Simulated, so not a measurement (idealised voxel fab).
Process module heading - voxel trench capacitor
Shown is cross-section cut, with a width of 165 nm and square cells of size 5 nm.
A cross-section in this document is a grid of square cells, and it is written down as bands, the top band listed before the ones below it; a band is made up of one or more rows of cells.
The band entry comprises the height of the band's top followed by the height of its bottom, expressed in nm, and subsequently the band's materials from left to right, each stated together with its width in nm. Where a single material is marked with the word "everywhere", that material fills the band from edge to edge. The word "empty" represents empty space.
Beneath 0, the wafer as received is one material, and that level is where height counting begins. The lowest band goes on downward without a bottom; it is written like "0 -> down".
It should be noted that a width expressed as "30..40" varies in equal increments from row to row of cells within the band, taking the value of the first number at the top row and that of the second number at the bottom row.
"remained unchanged" for a step: no cell of the cross-section changed in that step.
So "Enclosed void inventory" is basically the list of trapped voids: any empty space of 8 cells or more that can't reach the top through an opening. They're written width x height at distance, the distance being from the left edge, and it's all nm.
It should be noted that, on the line of a given step, the content following the step's settings is a remark produced by the simulator itself with respect to that step.
The "overlay nm" setting may appear on a step's line; for a step that uses a mask, it gives how far to the right of its planned position the mask lay, and a negative value indicates the left.
[plan]
1,op RECEIVE | material Si
2,op CONFORMAL_DEP | material SiN | thk nm 5
3,op DIRECTIONAL_DEP | material aC | thk nm 15
4,op PATTERN | tone open | mask id TRENCH | material resist | width nm 15 | pitch nm 40 | thk nm 35 | overlay nm 0
5,op DIRECTIONAL_ETCH | etch materials aC | depth nm 15
6,op STRIP | etch materials resist
7,op DIRECTIONAL_ETCH | etch materials SiN | depth nm 5
8,op DIRECTIONAL_ETCH | etch materials Si | depth nm 40
9,op STRIP | etch materials aC
10,op CONFORMAL_DEP | material Al2O3 | thk nm 5
11,op FILL_DEP | material polySi | thk nm 5
12,op CMP | height nm 5
[The first of a set of two wafers, run to plan]
[Cross-section: wafer on arrival = after step 1]
	0 -> down: Si everywhere
	Enclosed void inventory: none
[So this is the wafer cross-section right after step 2]
	5 -> 0: SiN everywhere
	Below 0, no change.
[So this is the wafer cross-section right after step 3]
	20 -> 5: aC everywhere
	Below 5, no change.
[So this is the wafer cross-section right after step 4]
	55 -> 20: resist 35 nm; empty 15 nm; resist 25 nm; empty 15 nm; resist 25 nm; empty 15 nm; resist 35 nm
	Below 20, no change.
[So this is the wafer cross-section right after step 5]
	40 -> 20: resist 35 nm; empty 15 nm; resist 25 nm; empty 15 nm; resist 25 nm; empty 15 nm; resist 35 nm
	20 -> 5: aC 35 nm; empty 15 nm; aC 25 nm; empty 15 nm; aC 25 nm; empty 15 nm; aC 35 nm
	Below 5, no change.
[So this is the wafer cross-section right after step 6]
	20 -> 5: aC 35 nm; empty 15 nm; aC 25 nm; empty 15 nm; aC 25 nm; empty 15 nm; aC 35 nm
	Below 5, no change.
[So this is the wafer cross-section right after step 7]
	20 -> 5: aC 35 nm; empty 15 nm; aC 25 nm; empty 15 nm; aC 25 nm; empty 15 nm; aC 35 nm
	5 -> 0: SiN 35 nm; empty 15 nm; SiN 25 nm; empty 15 nm; SiN 25 nm; empty 15 nm; SiN 35 nm
	Below 0, no change.
[So this is the wafer cross-section right after step 8]
	20 -> 5: aC 35 nm; empty 15 nm; aC 25 nm; empty 15 nm; aC 25 nm; empty 15 nm; aC 35 nm
	5 -> 0: SiN 35 nm; empty 15 nm; SiN 25 nm; empty 15 nm; SiN 25 nm; empty 15 nm; SiN 35 nm
	0 -> -40: Si 35 nm; empty 15 nm; Si 25 nm; empty 15 nm; Si 25 nm; empty 15 nm; Si 35 nm
	Below -40, no change.
[So this is the wafer cross-section right after step 9]
	5 -> 0: SiN 35 nm; empty 15 nm; SiN 25 nm; empty 15 nm; SiN 25 nm; empty 15 nm; SiN 35 nm
	Below 0, no change.
[So this is the wafer cross-section right after step 10]
	10 -> 5: Al2O3 40 nm; empty 5 nm; Al2O3 35 nm; empty 5 nm; Al2O3 35 nm; empty 5 nm; Al2O3 40 nm
	5 -> 0: SiN 35 nm; Al2O3 5 nm; empty 5 nm; Al2O3 5 nm; SiN 25 nm; Al2O3 5 nm; empty 5 nm; Al2O3 5 nm; SiN 25 nm; Al2O3 5 nm; empty 5 nm; Al2O3 5 nm; SiN 35 nm
	0 -> -35: Si 35 nm; Al2O3 5 nm; empty 5 nm; Al2O3 5 nm; Si 25 nm; Al2O3 5 nm; empty 5 nm; Al2O3 5 nm; Si 25 nm; Al2O3 5 nm; empty 5 nm; Al2O3 5 nm; Si 35 nm
	-35 -> -40: Si 35 nm; Al2O3 15 nm; Si 25 nm; Al2O3 15 nm; Si 25 nm; Al2O3 15 nm; Si 35 nm
	Below -40, no change.
[So this is the wafer cross-section right after step 11]
	15 -> 10: polySi everywhere
	10 -> 5: Al2O3 40 nm; polySi 5 nm; Al2O3 35 nm; polySi 5 nm; Al2O3 35 nm; polySi 5 nm; Al2O3 40 nm
	5 -> 0: SiN 35 nm; Al2O3 5 nm; polySi 5 nm; Al2O3 5 nm; SiN 25 nm; Al2O3 5 nm; polySi 5 nm; Al2O3 5 nm; SiN 25 nm; Al2O3 5 nm; polySi 5 nm; Al2O3 5 nm; SiN 35 nm
	0 -> -35: Si 35 nm; Al2O3 5 nm; polySi 5 nm; Al2O3 5 nm; Si 25 nm; Al2O3 5 nm; polySi 5 nm; Al2O3 5 nm; Si 25 nm; Al2O3 5 nm; polySi 5 nm; Al2O3 5 nm; Si 35 nm
	Below -35, no change.
[So this is the wafer cross-section right after step 12]
	5 -> 0: SiN 35 nm; Al2O3 5 nm; polySi 5 nm; Al2O3 5 nm; SiN 25 nm; Al2O3 5 nm; polySi 5 nm; Al2O3 5 nm; SiN 25 nm; Al2O3 5 nm; polySi 5 nm; Al2O3 5 nm; SiN 35 nm
	Below 0, no change.
[Second Wafer (Identical Start and Plan, One Processing Error; Matches First Wafer Through Step 8)]
[At the planned end of step 9, the second wafer in cross-section]
	25 -> 20: Al2O3 40 nm; empty 5 nm; Al2O3 35 nm; empty 5 nm; Al2O3 35 nm; empty 5 nm; Al2O3 40 nm
	20 -> 5: aC 35 nm; Al2O3 5 nm; empty 5 nm; Al2O3 5 nm; aC 25 nm; Al2O3 5 nm; empty 5 nm; Al2O3 5 nm; aC 25 nm; Al2O3 5 nm; empty 5 nm; Al2O3 5 nm; aC 35 nm
	5 -> 0: SiN 35 nm; Al2O3 5 nm; empty 5 nm; Al2O3 5 nm; SiN 25 nm; Al2O3 5 nm; empty 5 nm; Al2O3 5 nm; SiN 25 nm; Al2O3 5 nm; empty 5 nm; Al2O3 5 nm; SiN 35 nm
	0 -> -35: Si 35 nm; Al2O3 5 nm; empty 5 nm; Al2O3 5 nm; Si 25 nm; Al2O3 5 nm; empty 5 nm; Al2O3 5 nm; Si 25 nm; Al2O3 5 nm; empty 5 nm; Al2O3 5 nm; Si 35 nm
	-35 -> -40: Si 35 nm; Al2O3 15 nm; Si 25 nm; Al2O3 15 nm; Si 25 nm; Al2O3 15 nm; Si 35 nm
	Below -40, no change.
At the planned end of step 10, the second wafer in cross-section: remained unchanged
[At the planned end of step 11, the second wafer in cross-section]
	30 -> 25: polySi everywhere
	25 -> 20: Al2O3 40 nm; polySi 5 nm; Al2O3 35 nm; polySi 5 nm; Al2O3 35 nm; polySi 5 nm; Al2O3 40 nm
	20 -> 5: aC 35 nm; Al2O3 5 nm; polySi 5 nm; Al2O3 5 nm; aC 25 nm; Al2O3 5 nm; polySi 5 nm; Al2O3 5 nm; aC 25 nm; Al2O3 5 nm; polySi 5 nm; Al2O3 5 nm; aC 35 nm
	5 -> 0: SiN 35 nm; Al2O3 5 nm; polySi 5 nm; Al2O3 5 nm; SiN 25 nm; Al2O3 5 nm; polySi 5 nm; Al2O3 5 nm; SiN 25 nm; Al2O3 5 nm; polySi 5 nm; Al2O3 5 nm; SiN 35 nm
	0 -> -35: Si 35 nm; Al2O3 5 nm; polySi 5 nm; Al2O3 5 nm; Si 25 nm; Al2O3 5 nm; polySi 5 nm; Al2O3 5 nm; Si 25 nm; Al2O3 5 nm; polySi 5 nm; Al2O3 5 nm; Si 35 nm
	Below -35, no change.
[At the planned end of step 12, the second wafer in cross-section]
	5 -> 0: SiN 35 nm; Al2O3 5 nm; polySi 5 nm; Al2O3 5 nm; SiN 25 nm; Al2O3 5 nm; polySi 5 nm; Al2O3 5 nm; SiN 25 nm; Al2O3 5 nm; polySi 5 nm; Al2O3 5 nm; SiN 35 nm
	Below 0, no change.
Short version of what went wrong: it was found that steps 9 and 10 of the process plan had been performed in exchanged positions
The mistake has no effect on what this model computes, because the two wafers end with the same cross-section.
